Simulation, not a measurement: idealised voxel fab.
process module | voxel ribs on slabs
cross-section cut | 205 nm wide | cells 5 nm
A cross-section is a grid of square cells, given in bands from the top down. A band is one or more rows of cells.
Each band's line starts with the height of the band's top and of its bottom, in nm. Then come its materials from left to right, each with its width in nm. One material with "throughout" fills the band from edge to edge. "air" is empty space.
Height 0 is the level under which the wafer as received is all one material. The lowest band goes on downwards, as in "0 down".
A width such as "30 to 40" changes by the same amount from each row of cells to the next, from the band's top row to its bottom row.
"no change" after a step means that no cell of the cross-section changed.
closed voids: empty space of 8 cells or more with no open way to the top, each as width x height at its distance from the left edge, in nm
after a step's settings: what the simulator itself notes on the step
overlay nm, on a step with a mask: how far to the right of its planned place the mask lay; to the left if negative
plan
1 op RECEIVE | material Si
2 op DIRECTIONAL_DEP | material SiO2 | thk nm 25
3 op DIRECTIONAL_DEP | material SiN | thk nm 15
4 op DIRECTIONAL_DEP | material aC | thk nm 15
5 op PATTERN | tone cover | mask id RIB | material resist | width nm 20 | thk nm 30 | overlay nm 0
6 op DIRECTIONAL_ETCH | etch materials aC | depth nm 15
7 op STRIP | etch materials resist
8 op DIRECTIONAL_ETCH | etch materials SiN | depth nm 5
9 op STRIP | etch materials aC
10 op MASKED_ETCH | tone cover | mask id SLAB | width nm 80 | etch materials SiN | depth nm 10 | overlay nm 0
11 op FILL_DEP | material SiO2 | thk nm 25
12 op CMP | height nm 55
13 op DIRECTIONAL_DEP | material TiN | thk nm 5
14 op PATTERN | tone cover | mask id HEATER | material resist | width nm 30 | thk nm 15 | overlay nm 0
15 op DIRECTIONAL_ETCH | etch materials TiN | depth nm 5
16 op STRIP | etch materials resist
17 op CONFORMAL_DEP | material SiO2 | thk nm 10
first wafer, as planned
as received, after step 1
  0 down: Si throughout
  closed voids: none
after step 2
  25 to 0: SiO2 throughout
  below 0: unchanged
after step 3
  40 to 25: SiN throughout
  below 25: unchanged
after step 4
  55 to 40: aC throughout
  below 40: unchanged
after step 5
  85 to 55: air 90 | resist 20 | air 95
  below 55: unchanged
after step 6
  70 to 55: air 90 | resist 20 | air 95
  55 to 40: air 90 | aC 20 | air 95
  below 40: unchanged
after step 7
  55 to 40: air 90 | aC 20 | air 95
  below 40: unchanged
after step 8
  55 to 40: air 90 | aC 20 | air 95
  40 to 35: air 90 | SiN 20 | air 95
  below 35: unchanged
after step 9
  40 to 35: air 90 | SiN 20 | air 95
  below 35: unchanged
after step 10
  40 to 35: air 90 | SiN 20 | air 95
  35 to 25: air 60 | SiN 80 | air 65
  below 25: unchanged
after step 11
  65 to 40: SiO2 throughout
  40 to 35: SiO2 90 | SiN 20 | SiO2 95
  35 to 25: SiO2 60 | SiN 80 | SiO2 65
  below 25: unchanged
after step 12
  55 to 40: SiO2 throughout
  below 40: unchanged
after step 13
  60 to 55: TiN throughout
  below 55: unchanged
after step 14
  75 to 60: air 85 | resist 30 | air 90
  below 60: unchanged
after step 15
  75 to 60: air 85 | resist 30 | air 90
  60 to 55: air 85 | TiN 30 | air 90
  below 55: unchanged
after step 16
  60 to 55: air 85 | TiN 30 | air 90
  below 55: unchanged
after step 17
  70 to 65: air 75 | SiO2 50 | air 80
  65 to 60: SiO2 throughout
  60 to 55: SiO2 85 | TiN 30 | SiO2 90
  below 55: unchanged
second wafer: like start, like plan, one mistake. Through step 1 it matches the first wafer
when step 2 should have ended
  20 to 0: SiO2 throughout
  below 0: unchanged
when step 3 should have ended
  35 to 20: SiN throughout
  below 20: unchanged
when step 4 should have ended
  50 to 35: aC throughout
  below 35: unchanged
when step 5 should have ended
  80 to 50: air 90 | resist 20 | air 95
  below 50: unchanged
when step 6 should have ended
  65 to 50: air 90 | resist 20 | air 95
  50 to 35: air 90 | aC 20 | air 95
  below 35: unchanged
when step 7 should have ended
  50 to 35: air 90 | aC 20 | air 95
  below 35: unchanged
when step 8 should have ended
  50 to 35: air 90 | aC 20 | air 95
  35 to 30: air 90 | SiN 20 | air 95
  below 30: unchanged
when step 9 should have ended
  35 to 30: air 90 | SiN 20 | air 95
  below 30: unchanged
when step 10 should have ended
  35 to 30: air 90 | SiN 20 | air 95
  30 to 20: air 60 | SiN 80 | air 65
  below 20: unchanged
when step 11 should have ended
  60 to 35: SiO2 throughout
  35 to 30: SiO2 90 | SiN 20 | SiO2 95
  30 to 20: SiO2 60 | SiN 80 | SiO2 65
  below 20: unchanged
when step 12 should have ended
  55 to 35: SiO2 throughout
  below 35: unchanged
when step 13 should have ended
  60 to 55: TiN throughout
  below 55: unchanged
when step 14 should have ended
  75 to 60: air 85 | resist 30 | air 90
  below 60: unchanged
when step 15 should have ended
  75 to 60: air 85 | resist 30 | air 90
  60 to 55: air 85 | TiN 30 | air 90
  below 55: unchanged
when step 16 should have ended
  60 to 55: air 85 | TiN 30 | air 90
  below 55: unchanged
when step 17 should have ended
  70 to 65: air 75 | SiO2 50 | air 80
  65 to 60: SiO2 throughout
  60 to 55: SiO2 85 | TiN 30 | SiO2 90
  below 55: unchanged
what went wrong: step 2 ran as: op DIRECTIONAL_DEP | material SiO2 | thk nm 20
at the end the second wafer has, in cells: as many of each material as the first, in other places
